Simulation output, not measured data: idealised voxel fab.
Module name: voxel transistor to metal (process module)
Cross-section cut spans 205 nm and uses square cells 5 nm in size.
This document writes a cross-section as a grid whose cells are square, and gives it as bands, listed from the top down; one or more rows of cells form a band. Top, bottom (nm), then materials left to right with widths (nm); lone material tagged "edge to edge" fills the whole band edge to edge; "empty" = empty space. All heights in this document are referenced to 0, defined as the level beneath which the wafer, as received, consists entirely of one material. The lowest band is not bounded below; it extends indefinitely downward and is written in the form "0 and below". With a width like "30 to 40", each row of cells in the band differs from the next by the same amount, the top row carrying the first number and the bottom row the second. Take "nothing altered" at face value: in the step it is given for, the cross-section changed in none of its cells. Empty spaces without an open route to the top, at least 8 cells in extent, make up the entry "Enclosed void catalog"; each is given as width x height at distance, where the distance is measured from the left edge, and all are in nm. Heads up: the bit after the settings on a step's line is the simulator's remark on that step. overlay nm: mask right of planned place by this much (step with mask). Neg. = left.

[plan]
1) RECEIVE, material Si
2) CONFORMAL_DEP, material SiO2, thk nm 5
3) CONFORMAL_DEP, material SiN, thk nm 15
4) MASKED_ETCH, tone cover, mask id ACTIVE, width nm 95, etch materials SiN, depth nm 15, overlay nm 0
5) MASKED_ETCH, tone cover, mask id ACTIVE, width nm 95, etch materials SiO2, depth nm 5, overlay nm 0
6) MASKED_ETCH, tone cover, mask id ACTIVE, width nm 95, etch materials Si, depth nm 25, overlay nm 0
7) FILL_DEP, material SiO2, thk nm 15
8) CMP, height nm 20
9) SELECTIVE_ETCH, etch materials SiO2, depth nm 15
10) STRIP, etch materials SiN
11) SELECTIVE_ETCH, etch materials SiO2, depth nm 5
12) OXIDIZE, depth nm 5
13) DIRECTIONAL_DEP, material polySi, thk nm 30
14) DIRECTIONAL_DEP, material SiCN, thk nm 15
15) DIRECTIONAL_DEP, material aC, thk nm 15
16) PATTERN, tone cover, mask id GATE, material resist, width nm 15, thk nm 35, overlay nm 0
17) DIRECTIONAL_ETCH, etch materials aC, depth nm 15
18) STRIP, etch materials resist
19) DIRECTIONAL_ETCH, etch materials SiCN, depth nm 25
20) DIRECTIONAL_ETCH, etch materials polySi, depth nm 40
21) STRIP, etch materials aC
22) CONFORMAL_DEP, material SiN, thk nm 5
23) DIRECTIONAL_ETCH, etch materials SiN, depth nm 5
24) DIRECTIONAL_ETCH, etch materials SiO2, depth nm 5
25) DIRECTIONAL_ETCH, etch materials Si, depth nm 15
26) EPI, material pSi, thk nm 20
27) FILL_DEP, material SiO2, thk nm 5
28) CMP, height nm 45
29) DIRECTIONAL_DEP, material SiO2, thk nm 15
30) PATTERN, tone open, mask id CONTACT, material resist, width nm 20, pitch nm 65, thk nm 15, overlay nm 0
31) DIRECTIONAL_ETCH, etch materials SiO2, depth nm 60
32) STRIP, etch materials resist
33) CONFORMAL_DEP, material TiN, thk nm 5
34) FILL_DEP, material W, thk nm 10
35) CMP, height nm 60
36) CONFORMAL_DEP, material SiCN, thk nm 5
37) DIRECTIONAL_DEP, material lowk, thk nm 20
38) MASKED_ETCH, tone open, mask id METAL_1, width nm 20, pitch nm 65, etch materials lowk, depth nm 20, overlay nm 0
39) MASKED_ETCH, tone open, mask id METAL_1, width nm 20, pitch nm 65, etch materials SiCN, depth nm 5, overlay nm 0
40) CONFORMAL_DEP, material TiN, thk nm 5
41) FILL_DEP, material Cu, thk nm 5
42) CMP, height nm 85
43) CONFORMAL_DEP, material SiCN, thk nm 5
44) DIRECTIONAL_DEP, material SiO2, thk nm 30
45) PATTERN, tone open, mask id METAL_2_HOLES, material resist, width nm 15, pitch nm 65, thk nm 15, overlay nm 0
46) DIRECTIONAL_ETCH, etch materials SiO2, depth nm 30
47) STRIP, etch materials resist
48) MASKED_ETCH, tone open, mask id METAL_2, width nm 20, pitch nm 65, etch materials SiO2, depth nm 15, overlay nm 0
49) MASKED_ETCH, tone open, mask id METAL_2, width nm 20, pitch nm 65, etch materials SiCN, depth nm 5, overlay nm 0
50) CONFORMAL_DEP, material TiN, thk nm 5
51) FILL_DEP, material Cu, thk nm 10
52) CMP, height nm 120
53) CONFORMAL_DEP, material SiCN, thk nm 5

[First of two wafers - as planned]

[So this is the incoming wafer in cross-section - it's already been through step 1]
* 0 and below  Si edge to edge
* Enclosed void catalog: none

[Sectional view: wafer, after step 2]
* 5 down to 0  SiO2 edge to edge
* Heights below 0 show no change.

[Sectional view: wafer, after step 3]
* 20 down to 5  SiN edge to edge
* Heights below 5 show no change.

[Sectional view: wafer, after step 4]
* 20 down to 5  55 nm empty, then 95 nm SiN, then 55 nm empty
* Heights below 5 show no change.

[Sectional view: wafer, after step 5]
* 20 down to 5  55 nm empty, then 95 nm SiN, then 55 nm empty
* 5 down to 0  55 nm empty, then 95 nm SiO2, then 55 nm empty
* Heights below 0 show no change.

[Sectional view: wafer, after step 6]
* 20 down to 5  55 nm empty, then 95 nm SiN, then 55 nm empty
* 5 down to 0  55 nm empty, then 95 nm SiO2, then 55 nm empty
* 0 down to -25  55 nm empty, then 95 nm Si, then 55 nm empty
* Heights below -25 show no change.

[Sectional view: wafer, after step 7]
* 35 down to 20  SiO2 edge to edge
* 20 down to 5  55 nm SiO2, then 95 nm SiN, then 55 nm SiO2
* 5 down to 0  SiO2 edge to edge
* 0 down to -25  55 nm SiO2, then 95 nm Si, then 55 nm SiO2
* Heights below -25 show no change.

[Sectional view: wafer, after step 8]
* 20 down to 5  55 nm SiO2, then 95 nm SiN, then 55 nm SiO2
* Heights below 5 show no change.

[Sectional view: wafer, after step 9]
* 20 down to 5  55 nm empty, then 95 nm SiN, then 55 nm empty
* Heights below 5 show no change.

[Sectional view: wafer, after step 10]
* 5 down to 0  SiO2 edge to edge
* Heights below 0 show no change.

[Sectional view: wafer, after step 11]
* 0 down to -25  55 nm SiO2, then 95 nm Si, then 55 nm SiO2
* Heights below -25 show no change.

[Sectional view: wafer, after step 12]
* 0 down to -5  SiO2 edge to edge
* Heights below -5 show no change.

[Sectional view: wafer, after step 13]
* 30 down to 0  polySi edge to edge
* Heights below 0 show no change.

[Sectional view: wafer, after step 14]
* 45 down to 30  SiCN edge to edge
* Heights below 30 show no change.

[Sectional view: wafer, after step 15]
* 60 down to 45  aC edge to edge
* Heights below 45 show no change.

[Sectional view: wafer, after step 16]
* 95 down to 60  95 nm empty, then 15 nm resist, then 95 nm empty
* Heights below 60 show no change.

[Sectional view: wafer, after step 17]
* 80 down to 60  95 nm empty, then 15 nm resist, then 95 nm empty
* 60 down to 45  95 nm empty, then 15 nm aC, then 95 nm empty
* Heights below 45 show no change.

[Sectional view: wafer, after step 18]
* 60 down to 45  95 nm empty, then 15 nm aC, then 95 nm empty
* Heights below 45 show no change.

[Sectional view: wafer, after step 19]
* 60 down to 45  95 nm empty, then 15 nm aC, then 95 nm empty
* 45 down to 30  95 nm empty, then 15 nm SiCN, then 95 nm empty
* Heights below 30 show no change.

[Sectional view: wafer, after step 20]
* 60 down to 45  95 nm empty, then 15 nm aC, then 95 nm empty
* 45 down to 30  95 nm empty, then 15 nm SiCN, then 95 nm empty
* 30 down to 0  95 nm empty, then 15 nm polySi, then 95 nm empty
* Heights below 0 show no change.

[Sectional view: wafer, after step 21]
* 45 down to 30  95 nm empty, then 15 nm SiCN, then 95 nm empty
* Heights below 30 show no change.

[Sectional view: wafer, after step 22]
* 50 down to 45  90 nm empty, then 25 nm SiN, then 90 nm empty
* 45 down to 30  90 nm empty, then 5 nm SiN, then 15 nm SiCN, then 5 nm SiN, then 90 nm empty
* 30 down to 5  90 nm empty, then 5 nm SiN, then 15 nm polySi, then 5 nm SiN, then 90 nm empty
* 5 down to 0  95 nm SiN, then 15 nm polySi, then 95 nm SiN
* Heights below 0 show no change.

[Sectional view: wafer, after step 23]
* 45 down to 30  90 nm empty, then 5 nm SiN, then 15 nm SiCN, then 5 nm SiN, then 90 nm empty
* 30 down to 0  90 nm empty, then 5 nm SiN, then 15 nm polySi, then 5 nm SiN, then 90 nm empty
* Heights below 0 show no change.

[Sectional view: wafer, after step 24]
* 45 down to 30  90 nm empty, then 5 nm SiN, then 15 nm SiCN, then 5 nm SiN, then 90 nm empty
* 30 down to 0  90 nm empty, then 5 nm SiN, then 15 nm polySi, then 5 nm SiN, then 90 nm empty
* 0 down to -5  90 nm empty, then 25 nm SiO2, then 90 nm empty
* Heights below -5 show no change.

[Sectional view: wafer, after step 25]
* 45 down to 30  90 nm empty, then 5 nm SiN, then 15 nm SiCN, then 5 nm SiN, then 90 nm empty
* 30 down to 0  90 nm empty, then 5 nm SiN, then 15 nm polySi, then 5 nm SiN, then 90 nm empty
* 0 down to -5  90 nm empty, then 25 nm SiO2, then 90 nm empty
* -5 down to -20  55 nm SiO2, then 35 nm empty, then 25 nm Si, then 35 nm empty, then 55 nm SiO2
* Heights below -20 show no change.

[Sectional view: wafer, after step 26]
* 45 down to 30  90 nm empty, then 5 nm SiN, then 15 nm SiCN, then 5 nm SiN, then 90 nm empty
* 30 down to 15  90 nm empty, then 5 nm SiN, then 15 nm polySi, then 5 nm SiN, then 90 nm empty
* 15 down to 0  70 nm empty, then 20 nm pSi, then 5 nm SiN, then 15 nm polySi, then 5 nm SiN, then 20 nm pSi, then 70 nm empty
* 0 down to -5  50 nm empty, then 40 nm pSi, then 25 nm SiO2, then 40 nm pSi, then 50 nm empty
* -5 down to -20  55 nm SiO2, then 35 nm pSi, then 25 nm Si, then 35 nm pSi, then 55 nm SiO2
* Heights below -20 show no change.

[Sectional view: wafer, after step 27]
* 50 down to 45  SiO2 edge to edge
* 45 down to 30  90 nm SiO2, then 5 nm SiN, then 15 nm SiCN, then 5 nm SiN, then 90 nm SiO2
* 30 down to 15  90 nm SiO2, then 5 nm SiN, then 15 nm polySi, then 5 nm SiN, then 90 nm SiO2
* 15 down to 0  70 nm SiO2, then 20 nm pSi, then 5 nm SiN, then 15 nm polySi, then 5 nm SiN, then 20 nm pSi, then 70 nm SiO2
* 0 down to -5  50 nm SiO2, then 40 nm pSi, then 25 nm SiO2, then 40 nm pSi, then 50 nm SiO2
* Heights below -5 show no change.

[Sectional view: wafer, after step 28]
* 45 down to 30  90 nm SiO2, then 5 nm SiN, then 15 nm SiCN, then 5 nm SiN, then 90 nm SiO2
* Heights below 30 show no change.

[Sectional view: wafer, after step 29]
* 60 down to 45  SiO2 edge to edge
* Heights below 45 show no change.

[Sectional view: wafer, after step 30]
* 75 down to 60  60 nm resist, then 20 nm empty, then 45 nm resist, then 20 nm empty, then 60 nm resist
* Heights below 60 show no change.

[Sectional view: wafer, after step 31]
* 75 down to 60  60 nm resist, then 20 nm empty, then 45 nm resist, then 20 nm empty, then 60 nm resist
* 60 down to 45  60 nm SiO2, then 20 nm empty, then 45 nm SiO2, then 20 nm empty, then 60 nm SiO2
* 45 down to 30  60 nm SiO2, then 20 nm empty, then 10 nm SiO2, then 5 nm SiN, then 15 nm SiCN, then 5 nm SiN, then 10 nm SiO2, then 20 nm empty, then 60 nm SiO2
* 30 down to 15  60 nm SiO2, then 20 nm empty, then 10 nm SiO2, then 5 nm SiN, then 15 nm polySi, then 5 nm SiN, then 10 nm SiO2, then 20 nm empty, then 60 nm SiO2
* 15 down to 0  60 nm SiO2, then 10 nm empty, then 20 nm pSi, then 5 nm SiN, then 15 nm polySi, then 5 nm SiN, then 20 nm pSi, then 10 nm empty, then 60 nm SiO2
* Heights below 0 show no change.

[Sectional view: wafer, after step 32]
* 60 down to 45  60 nm SiO2, then 20 nm empty, then 45 nm SiO2, then 20 nm empty, then 60 nm SiO2
* Heights below 45 show no change.

[Sectional view: wafer, after step 33]
* 65 down to 60  65 nm TiN, then 10 nm empty, then 55 nm TiN, then 10 nm empty, then 65 nm TiN
* 60 down to 45  60 nm SiO2, then 5 nm TiN, then 10 nm empty, then 5 nm TiN, then 45 nm SiO2, then 5 nm TiN, then 10 nm empty, then 5 nm TiN, then 60 nm SiO2
* 45 down to 30  60 nm SiO2, then 5 nm TiN, then 10 nm empty, then 5 nm TiN, then 10 nm SiO2, then 5 nm SiN, then 15 nm SiCN, then 5 nm SiN, then 10 nm SiO2, then 5 nm TiN, then 10 nm empty, then 5 nm TiN, then 60 nm SiO2
* 30 down to 20  60 nm SiO2, then 5 nm TiN, then 10 nm empty, then 5 nm TiN, then 10 nm SiO2, then 5 nm SiN, then 15 nm polySi, then 5 nm SiN, then 10 nm SiO2, then 5 nm TiN, then 10 nm empty, then 5 nm TiN, then 60 nm SiO2
* 20 down to 15  60 nm SiO2, then 20 nm TiN, then 10 nm SiO2, then 5 nm SiN, then 15 nm polySi, then 5 nm SiN, then 10 nm SiO2, then 20 nm TiN, then 60 nm SiO2
* 15 down to 0  60 nm SiO2, then 10 nm TiN, then 20 nm pSi, then 5 nm SiN, then 15 nm polySi, then 5 nm SiN, then 20 nm pSi, then 10 nm TiN, then 60 nm SiO2
* Heights below 0 show no change.

[Sectional view: wafer, after step 34]
* 75 down to 65  W edge to edge
* 65 down to 60  65 nm TiN, then 10 nm W, then 55 nm TiN, then 10 nm W, then 65 nm TiN
* 60 down to 45  60 nm SiO2, then 5 nm TiN, then 10 nm W, then 5 nm TiN, then 45 nm SiO2, then 5 nm TiN, then 10 nm W, then 5 nm TiN, then 60 nm SiO2
* 45 down to 30  60 nm SiO2, then 5 nm TiN, then 10 nm W, then 5 nm TiN, then 10 nm SiO2, then 5 nm SiN, then 15 nm SiCN, then 5 nm SiN, then 10 nm SiO2, then 5 nm TiN, then 10 nm W, then 5 nm TiN, then 60 nm SiO2
* 30 down to 20  60 nm SiO2, then 5 nm TiN, then 10 nm W, then 5 nm TiN, then 10 nm SiO2, then 5 nm SiN, then 15 nm polySi, then 5 nm SiN, then 10 nm SiO2, then 5 nm TiN, then 10 nm W, then 5 nm TiN, then 60 nm SiO2
* Heights below 20 show no change.

[Sectional view: wafer, after step 35]
* 60 down to 45  60 nm SiO2, then 5 nm TiN, then 10 nm W, then 5 nm TiN, then 45 nm SiO2, then 5 nm TiN, then 10 nm W, then 5 nm TiN, then 60 nm SiO2
* Heights below 45 show no change.

[Sectional view: wafer, after step 36]
* 65 down to 60  SiCN edge to edge
* Heights below 60 show no change.

[Sectional view: wafer, after step 37]
* 85 down to 65  lowk edge to edge
* Heights below 65 show no change.

[Sectional view: wafer, after step 38]
* 85 down to 65  60 nm lowk, then 20 nm empty, then 45 nm lowk, then 20 nm empty, then 60 nm lowk
* Heights below 65 show no change.

[Sectional view: wafer, after step 39]
* 85 down to 65  60 nm lowk, then 20 nm empty, then 45 nm lowk, then 20 nm empty, then 60 nm lowk
* 65 down to 60  60 nm SiCN, then 20 nm empty, then 45 nm SiCN, then 20 nm empty, then 60 nm SiCN
* Heights below 60 show no change.

[Sectional view: wafer, after step 40]
* 90 down to 85  65 nm TiN, then 10 nm empty, then 55 nm TiN, then 10 nm empty, then 65 nm TiN
* 85 down to 65  60 nm lowk, then 5 nm TiN, then 10 nm empty, then 5 nm TiN, then 45 nm lowk, then 5 nm TiN, then 10 nm empty, then 5 nm TiN, then 60 nm lowk
* 65 down to 60  60 nm SiCN, then 20 nm TiN, then 45 nm SiCN, then 20 nm TiN, then 60 nm SiCN
* Heights below 60 show no change.

[Sectional view: wafer, after step 41]
* 95 down to 90  Cu edge to edge
* 90 down to 85  65 nm TiN, then 10 nm Cu, then 55 nm TiN, then 10 nm Cu, then 65 nm TiN
* 85 down to 65  60 nm lowk, then 5 nm TiN, then 10 nm Cu, then 5 nm TiN, then 45 nm lowk, then 5 nm TiN, then 10 nm Cu, then 5 nm TiN, then 60 nm lowk
* Heights below 65 show no change.

[Sectional view: wafer, after step 42]
* 85 down to 65  60 nm lowk, then 5 nm TiN, then 10 nm Cu, then 5 nm TiN, then 45 nm lowk, then 5 nm TiN, then 10 nm Cu, then 5 nm TiN, then 60 nm lowk
* Heights below 65 show no change.

[Sectional view: wafer, after step 43]
* 90 down to 85  SiCN edge to edge
* Heights below 85 show no change.

[Sectional view: wafer, after step 44]
* 120 down to 90  SiO2 edge to edge
* Heights below 90 show no change.

[Sectional view: wafer, after step 45]
* 135 down to 120  60 nm resist, then 15 nm empty, then 50 nm resist, then 15 nm empty, then 65 nm resist
* Heights below 120 show no change.

[Sectional view: wafer, after step 46]
* 135 down to 120  60 nm resist, then 15 nm empty, then 50 nm resist, then 15 nm empty, then 65 nm resist
* 120 down to 90  60 nm SiO2, then 15 nm empty, then 50 nm SiO2, then 15 nm empty, then 65 nm SiO2
* Heights below 90 show no change.

[Sectional view: wafer, after step 47]
* 120 down to 90  60 nm SiO2, then 15 nm empty, then 50 nm SiO2, then 15 nm empty, then 65 nm SiO2
* Heights below 90 show no change.

[Sectional view: wafer, after step 48]
* 120 down to 105  60 nm SiO2, then 20 nm empty, then 45 nm SiO2, then 20 nm empty, then 60 nm SiO2
* Heights below 105 show no change.

[Sectional view: wafer, after step 49]
* 120 down to 105  60 nm SiO2, then 20 nm empty, then 45 nm SiO2, then 20 nm empty, then 60 nm SiO2
* 105 down to 90  60 nm SiO2, then 15 nm empty, then 50 nm SiO2, then 15 nm empty, then 65 nm SiO2
* 90 down to 85  60 nm SiCN, then 15 nm empty, then 50 nm SiCN, then 15 nm empty, then 65 nm SiCN
* Heights below 85 show no change.

[Sectional view: wafer, after step 50]
* 125 down to 120  65 nm TiN, then 10 nm empty, then 55 nm TiN, then 10 nm empty, then 65 nm TiN
* 120 down to 110  60 nm SiO2, then 5 nm TiN, then 10 nm empty, then 5 nm TiN, then 45 nm SiO2, then 5 nm TiN, then 10 nm empty, then 5 nm TiN, then 60 nm SiO2
* 110 down to 105  60 nm SiO2, then 5 nm TiN, then 5 nm empty, then 10 nm TiN, then 45 nm SiO2, then 5 nm TiN, then 5 nm empty, then 10 nm TiN, then 60 nm SiO2
* 105 down to 90  60 nm SiO2, then 5 nm TiN, then 5 nm empty, then 5 nm TiN, then 50 nm SiO2, then 5 nm TiN, then 5 nm empty, then 5 nm TiN, then 65 nm SiO2
* 90 down to 85  60 nm SiCN, then 15 nm TiN, then 50 nm SiCN, then 15 nm TiN, then 65 nm SiCN
* Heights below 85 show no change.

[Sectional view: wafer, after step 51]
* 135 down to 125  Cu edge to edge
* 125 down to 120  65 nm TiN, then 10 nm Cu, then 55 nm TiN, then 10 nm Cu, then 65 nm TiN
* 120 down to 110  60 nm SiO2, then 5 nm TiN, then 10 nm Cu, then 5 nm TiN, then 45 nm SiO2, then 5 nm TiN, then 10 nm Cu, then 5 nm TiN, then 60 nm SiO2
* 110 down to 105  60 nm SiO2, then 5 nm TiN, then 5 nm Cu, then 10 nm TiN, then 45 nm SiO2, then 5 nm TiN, then 5 nm Cu, then 10 nm TiN, then 60 nm SiO2
* 105 down to 90  60 nm SiO2, then 5 nm TiN, then 5 nm Cu, then 5 nm TiN, then 50 nm SiO2, then 5 nm TiN, then 5 nm Cu, then 5 nm TiN, then 65 nm SiO2
* Heights below 90 show no change.

[Sectional view: wafer, after step 52]
* 120 down to 110  60 nm SiO2, then 5 nm TiN, then 10 nm Cu, then 5 nm TiN, then 45 nm SiO2, then 5 nm TiN, then 10 nm Cu, then 5 nm TiN, then 60 nm SiO2
* Heights below 110 show no change.

[Sectional view: wafer, after step 53]
* 125 down to 120  SiCN edge to edge
* Heights below 120 show no change.

[Second wafer: same start and same plan as the first, one execution error; identical to the first through step 29]

[Second wafer cross-section, taken as of the time the plan sets for step 30 to be done]
* 75 down to 60  50 nm resist, then 20 nm empty, then 45 nm resist, then 20 nm empty, then 70 nm resist
* Heights below 60 show no change.

[Second wafer cross-section, taken as of the time the plan sets for step 31 to be done]
* 75 down to 60  50 nm resist, then 20 nm empty, then 45 nm resist, then 20 nm empty, then 70 nm resist
* 60 down to 45  50 nm SiO2, then 20 nm empty, then 45 nm SiO2, then 20 nm empty, then 70 nm SiO2
* 45 down to 30  50 nm SiO2, then 20 nm empty, then 20 nm SiO2, then 5 nm SiN, then 15 nm SiCN, then 5 nm SiN, then 20 nm empty, then 70 nm SiO2
* 30 down to 15  50 nm SiO2, then 20 nm empty, then 20 nm SiO2, then 5 nm SiN, then 15 nm polySi, then 5 nm SiN, then 20 nm empty, then 70 nm SiO2
* 15 down to 0  50 nm SiO2, then 20 nm empty, then 20 nm pSi, then 5 nm SiN, then 15 nm polySi, then 5 nm SiN, then 20 nm pSi, then 70 nm SiO2
* Heights below 0 show no change.

[Second wafer cross-section, taken as of the time the plan sets for step 32 to be done]
* 60 down to 45  50 nm SiO2, then 20 nm empty, then 45 nm SiO2, then 20 nm empty, then 70 nm SiO2
* Heights below 45 show no change.

[Second wafer cross-section, taken as of the time the plan sets for step 33 to be done]
* 65 down to 60  55 nm TiN, then 10 nm empty, then 55 nm TiN, then 10 nm empty, then 75 nm TiN
* 60 down to 45  50 nm SiO2, then 5 nm TiN, then 10 nm empty, then 5 nm TiN, then 45 nm SiO2, then 5 nm TiN, then 10 nm empty, then 5 nm TiN, then 70 nm SiO2
* 45 down to 30  50 nm SiO2, then 5 nm TiN, then 10 nm empty, then 5 nm TiN, then 20 nm SiO2, then 5 nm SiN, then 15 nm SiCN, then 5 nm SiN, then 5 nm TiN, then 10 nm empty, then 5 nm TiN, then 70 nm SiO2
* 30 down to 20  50 nm SiO2, then 5 nm TiN, then 10 nm empty, then 5 nm TiN, then 20 nm SiO2, then 5 nm SiN, then 15 nm polySi, then 5 nm SiN, then 5 nm TiN, then 10 nm empty, then 5 nm TiN, then 70 nm SiO2
* 20 down to 15  50 nm SiO2, then 5 nm TiN, then 10 nm empty, then 5 nm TiN, then 20 nm SiO2, then 5 nm SiN, then 15 nm polySi, then 5 nm SiN, then 20 nm TiN, then 70 nm SiO2
* 15 down to 5  50 nm SiO2, then 5 nm TiN, then 10 nm empty, then 5 nm TiN, then 20 nm pSi, then 5 nm SiN, then 15 nm polySi, then 5 nm SiN, then 20 nm pSi, then 70 nm SiO2
* 5 down to 0  50 nm SiO2, then 20 nm TiN, then 20 nm pSi, then 5 nm SiN, then 15 nm polySi, then 5 nm SiN, then 20 nm pSi, then 70 nm SiO2
* Heights below 0 show no change.

[Second wafer cross-section, taken as of the time the plan sets for step 34 to be done]
* 75 down to 65  W edge to edge
* 65 down to 60  55 nm TiN, then 10 nm W, then 55 nm TiN, then 10 nm W, then 75 nm TiN
* 60 down to 45  50 nm SiO2, then 5 nm TiN, then 10 nm W, then 5 nm TiN, then 45 nm SiO2, then 5 nm TiN, then 10 nm W, then 5 nm TiN, then 70 nm SiO2
* 45 down to 30  50 nm SiO2, then 5 nm TiN, then 10 nm W, then 5 nm TiN, then 20 nm SiO2, then 5 nm SiN, then 15 nm SiCN, then 5 nm SiN, then 5 nm TiN, then 10 nm W, then 5 nm TiN, then 70 nm SiO2
* 30 down to 20  50 nm SiO2, then 5 nm TiN, then 10 nm W, then 5 nm TiN, then 20 nm SiO2, then 5 nm SiN, then 15 nm polySi, then 5 nm SiN, then 5 nm TiN, then 10 nm W, then 5 nm TiN, then 70 nm SiO2
* 20 down to 15  50 nm SiO2, then 5 nm TiN, then 10 nm W, then 5 nm TiN, then 20 nm SiO2, then 5 nm SiN, then 15 nm polySi, then 5 nm SiN, then 20 nm TiN, then 70 nm SiO2
* 15 down to 5  50 nm SiO2, then 5 nm TiN, then 10 nm W, then 5 nm TiN, then 20 nm pSi, then 5 nm SiN, then 15 nm polySi, then 5 nm SiN, then 20 nm pSi, then 70 nm SiO2
* Heights below 5 show no change.

[Second wafer cross-section, taken as of the time the plan sets for step 35 to be done]
* 60 down to 45  50 nm SiO2, then 5 nm TiN, then 10 nm W, then 5 nm TiN, then 45 nm SiO2, then 5 nm TiN, then 10 nm W, then 5 nm TiN, then 70 nm SiO2
* Heights below 45 show no change.

[Second wafer cross-section, taken as of the time the plan sets for step 36 to be done]
* 65 down to 60  SiCN edge to edge
* Heights below 60 show no change.

[Second wafer cross-section, taken as of the time the plan sets for step 37 to be done]
* 85 down to 65  lowk edge to edge
* Heights below 65 show no change.

[Second wafer cross-section, taken as of the time the plan sets for step 38 to be done]
* 85 down to 65  60 nm lowk, then 20 nm empty, then 45 nm lowk, then 20 nm empty, then 60 nm lowk
* Heights below 65 show no change.

[Second wafer cross-section, taken as of the time the plan sets for step 39 to be done]
* 85 down to 65  60 nm lowk, then 20 nm empty, then 45 nm lowk, then 20 nm empty, then 60 nm lowk
* 65 down to 60  60 nm SiCN, then 20 nm empty, then 45 nm SiCN, then 20 nm empty, then 60 nm SiCN
* Heights below 60 show no change.

[Second wafer cross-section, taken as of the time the plan sets for step 40 to be done]
* 90 down to 85  65 nm TiN, then 10 nm empty, then 55 nm TiN, then 10 nm empty, then 65 nm TiN
* 85 down to 65  60 nm lowk, then 5 nm TiN, then 10 nm empty, then 5 nm TiN, then 45 nm lowk, then 5 nm TiN, then 10 nm empty, then 5 nm TiN, then 60 nm lowk
* 65 down to 60  60 nm SiCN, then 20 nm TiN, then 45 nm SiCN, then 20 nm TiN, then 60 nm SiCN
* Heights below 60 show no change.

[Second wafer cross-section, taken as of the time the plan sets for step 41 to be done]
* 95 down to 90  Cu edge to edge
* 90 down to 85  65 nm TiN, then 10 nm Cu, then 55 nm TiN, then 10 nm Cu, then 65 nm TiN
* 85 down to 65  60 nm lowk, then 5 nm TiN, then 10 nm Cu, then 5 nm TiN, then 45 nm lowk, then 5 nm TiN, then 10 nm Cu, then 5 nm TiN, then 60 nm lowk
* Heights below 65 show no change.

[Second wafer cross-section, taken as of the time the plan sets for step 42 to be done]
* 85 down to 65  60 nm lowk, then 5 nm TiN, then 10 nm Cu, then 5 nm TiN, then 45 nm lowk, then 5 nm TiN, then 10 nm Cu, then 5 nm TiN, then 60 nm lowk
* Heights below 65 show no change.

[Second wafer cross-section, taken as of the time the plan sets for step 43 to be done]
* 90 down to 85  SiCN edge to edge
* Heights below 85 show no change.

[Second wafer cross-section, taken as of the time the plan sets for step 44 to be done]
* 120 down to 90  SiO2 edge to edge
* Heights below 90 show no change.

[Second wafer cross-section, taken as of the time the plan sets for step 45 to be done]
* 135 down to 120  60 nm resist, then 15 nm empty, then 50 nm resist, then 15 nm empty, then 65 nm resist
* Heights below 120 show no change.

[Second wafer cross-section, taken as of the time the plan sets for step 46 to be done]
* 135 down to 120  60 nm resist, then 15 nm empty, then 50 nm resist, then 15 nm empty, then 65 nm resist
* 120 down to 90  60 nm SiO2, then 15 nm empty, then 50 nm SiO2, then 15 nm empty, then 65 nm SiO2
* Heights below 90 show no change.

[Second wafer cross-section, taken as of the time the plan sets for step 47 to be done]
* 120 down to 90  60 nm SiO2, then 15 nm empty, then 50 nm SiO2, then 15 nm empty, then 65 nm SiO2
* Heights below 90 show no change.

[Second wafer cross-section, taken as of the time the plan sets for step 48 to be done]
* 120 down to 105  60 nm SiO2, then 20 nm empty, then 45 nm SiO2, then 20 nm empty, then 60 nm SiO2
* Heights below 105 show no change.

[Second wafer cross-section, taken as of the time the plan sets for step 49 to be done]
* 120 down to 105  60 nm SiO2, then 20 nm empty, then 45 nm SiO2, then 20 nm empty, then 60 nm SiO2
* 105 down to 90  60 nm SiO2, then 15 nm empty, then 50 nm SiO2, then 15 nm empty, then 65 nm SiO2
* 90 down to 85  60 nm SiCN, then 15 nm empty, then 50 nm SiCN, then 15 nm empty, then 65 nm SiCN
* Heights below 85 show no change.

[Second wafer cross-section, taken as of the time the plan sets for step 50 to be done]
* 125 down to 120  65 nm TiN, then 10 nm empty, then 55 nm TiN, then 10 nm empty, then 65 nm TiN
* 120 down to 110  60 nm SiO2, then 5 nm TiN, then 10 nm empty, then 5 nm TiN, then 45 nm SiO2, then 5 nm TiN, then 10 nm empty, then 5 nm TiN, then 60 nm SiO2
* 110 down to 105  60 nm SiO2, then 5 nm TiN, then 5 nm empty, then 10 nm TiN, then 45 nm SiO2, then 5 nm TiN, then 5 nm empty, then 10 nm TiN, then 60 nm SiO2
* 105 down to 90  60 nm SiO2, then 5 nm TiN, then 5 nm empty, then 5 nm TiN, then 50 nm SiO2, then 5 nm TiN, then 5 nm empty, then 5 nm TiN, then 65 nm SiO2
* 90 down to 85  60 nm SiCN, then 15 nm TiN, then 50 nm SiCN, then 15 nm TiN, then 65 nm SiCN
* Heights below 85 show no change.

[Second wafer cross-section, taken as of the time the plan sets for step 51 to be done]
* 135 down to 125  Cu edge to edge
* 125 down to 120  65 nm TiN, then 10 nm Cu, then 55 nm TiN, then 10 nm Cu, then 65 nm TiN
* 120 down to 110  60 nm SiO2, then 5 nm TiN, then 10 nm Cu, then 5 nm TiN, then 45 nm SiO2, then 5 nm TiN, then 10 nm Cu, then 5 nm TiN, then 60 nm SiO2
* 110 down to 105  60 nm SiO2, then 5 nm TiN, then 5 nm Cu, then 10 nm TiN, then 45 nm SiO2, then 5 nm TiN, then 5 nm Cu, then 10 nm TiN, then 60 nm SiO2
* 105 down to 90  60 nm SiO2, then 5 nm TiN, then 5 nm Cu, then 5 nm TiN, then 50 nm SiO2, then 5 nm TiN, then 5 nm Cu, then 5 nm TiN, then 65 nm SiO2
* Heights below 90 show no change.

[Second wafer cross-section, taken as of the time the plan sets for step 52 to be done]
* 120 down to 110  60 nm SiO2, then 5 nm TiN, then 10 nm Cu, then 5 nm TiN, then 45 nm SiO2, then 5 nm TiN, then 10 nm Cu, then 5 nm TiN, then 60 nm SiO2
* Heights below 110 show no change.

[Second wafer cross-section, taken as of the time the plan sets for step 53 to be done]
* 125 down to 120  SiCN edge to edge
* Heights below 120 show no change.
Nonconformance to the process plan: not per plan at step 30, really ran PATTERN, tone open, mask id CONTACT, material resist, width nm 20, pitch nm 65, thk nm 15, overlay nm -10
The final cell counts differ between the wafers, with the second having more or fewer of some materials than the first: -6 TiN; +6 W
